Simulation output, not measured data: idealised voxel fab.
process module | voxel double patterning
cross-section cut | 200 nm wide | cells 5 nm
A cross-section is a grid of square cells, given in bands from the top down. A band is one or more rows of cells.
Each band's line starts with the height of the band's top and of its bottom, in nm. Then come its materials from left to right, each with its width in nm. One material with "throughout" fills the band from edge to edge. "air" is empty space.
Height 0 is the level under which the wafer as received is all one material. The lowest band goes on downwards, as in "0 down".
A width such as "30 to 40" changes by the same amount from each row of cells to the next, from the band's top row to its bottom row.
"no change" after a step means that no cell of the cross-section changed.
closed voids: empty space of 8 cells or more with no open way to the top, each as width x height at its distance from the left edge, in nm
after a step's settings: what the simulator itself notes on the step
overlay nm, on a step with a mask: how far to the right of its planned place the mask lay; to the left if negative
plan
1 op RECEIVE | material Si
2 op CONFORMAL_DEP | material SiO2 | thk nm 10
3 op DIRECTIONAL_DEP | material TiN | thk nm 20
4 op DIRECTIONAL_DEP | material SiN | thk nm 5
5 op MASKED_ETCH | tone open | mask id FIRST | width nm 15 | pitch nm 50 | etch materials SiN | depth nm 5 | overlay nm 0
6 op DIRECTIONAL_DEP | material aC | thk nm 15
7 op PATTERN | tone open | mask id SECOND | material resist | width nm 15 | thk nm 35 | overlay nm 0
8 op DIRECTIONAL_ETCH | etch materials aC | depth nm 15
9 op STRIP | etch materials resist
10 op DIRECTIONAL_ETCH | etch materials SiN | depth nm 5
11 op STRIP | etch materials aC
12 op DIRECTIONAL_ETCH | etch materials TiN | depth nm 20
13 op STRIP | etch materials SiN
as received, after step 1
  0 down: Si throughout
  closed voids: none
a wafer at the end: this start, this plan, one mistake
  25 to 10: TiN 65 | air 15 | TiN 10 | air 15 | TiN 10 | air 15 | TiN 70
  10 to 0: SiO2 throughout
  0 down: Si throughout
  closed voids: none
what went wrong: step 3 ran as: op DIRECTIONAL_DEP | material TiN | thk nm 15
